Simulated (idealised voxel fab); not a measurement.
The following process module bears the name voxel quadruple lines.
Cross-sectional view cut (width: 255 nm; square cell size: 5 nm).
Cross-sections here: square-cell grids, written as top-down lists of bands, a band being one or more rows of cells. Top height, bottom height, nm. Materials left to right, width each, nm. Single material + "all across" = fills band edge to edge. "air" = empty. Basically, 0 is our baseline, since under it the wafer straight out of the box is all one material. The bottom band has no lower end and keeps on going down, so it looks like "0 -> down". When a width is written as two numbers, as in "30->40", the first number is the width in the top row of cells of the band and the second is the width in its bottom row, and the width changes by the same amount from each row to the next. When a step is marked "no alteration", none of the cells in the cross-section changed during that step. "Closed empty spaces": empty spaces of 8 cells or more with no open way to the top, each given as width x height at distance, distance from the left edge, all in nm. Post-settings text on a step line: simulator's own remark regarding the step. Each step line may optionally specify "overlay nm", which for a step with a mask gives the rightward distance between the mask's planned place and where it lay, a negative value indicating the leftward direction.
[Steps in the process plan]
1. RECEIVE, material Si
2. CONFORMAL_DEP, material Al2O3, thk nm 10
3. DIRECTIONAL_DEP, material W, thk nm 15
4. DIRECTIONAL_DEP, material polySi, thk nm 15
5. DIRECTIONAL_DEP, material aC, thk nm 20
6. PATTERN, tone cover, mask id MANDREL, material resist, width nm 30, thk nm 30, overlay nm 0
7. DIRECTIONAL_ETCH, etch materials aC, depth nm 20
8. STRIP, etch materials resist
9. CONFORMAL_DEP, material SiO2, thk nm 10
10. DIRECTIONAL_ETCH, etch materials SiO2, depth nm 10
11. STRIP, etch materials aC
12. DIRECTIONAL_ETCH, etch materials polySi, depth nm 15
13. STRIP, etch materials SiO2
14. CONFORMAL_DEP, material SiN, thk nm 10
15. DIRECTIONAL_ETCH, etch materials SiN, depth nm 10
16. STRIP, etch materials polySi
17. DIRECTIONAL_ETCH, etch materials W, depth nm 15
18. STRIP, etch materials SiN
[As received (post step 1): cross-section]
	0 -> down = Si all across
	Closed empty spaces: none
[First of two wafers at the end of the module, shown in cross-section; run carried out as planned]
	25 -> 10 = air=90 | W=10 | air=10 | W=10 | air=10 | W=10 | air=10 | W=10 | air=95
	10 -> 0 = Al2O3 all across
	0 -> down = Si all across
	Closed empty spaces: none
[Second wafer cross-section at end of module - shared start and plan with the first, one mistake in the run]
	40 -> 25 = air=90 | W=10 | air=10 | W=10 | air=10 | W=10 | air=10 | W=10 | air=95
	25 -> 10 = W all across
	10 -> 0 = Al2O3 all across
	0 -> down = Si all across
	Closed empty spaces: none
What went wrong in running the wafer? twice over, step 3 of the plan was run
In the final state, the cell counts of the second wafer exceed or fall short of those of the first for the following materials: +153 W
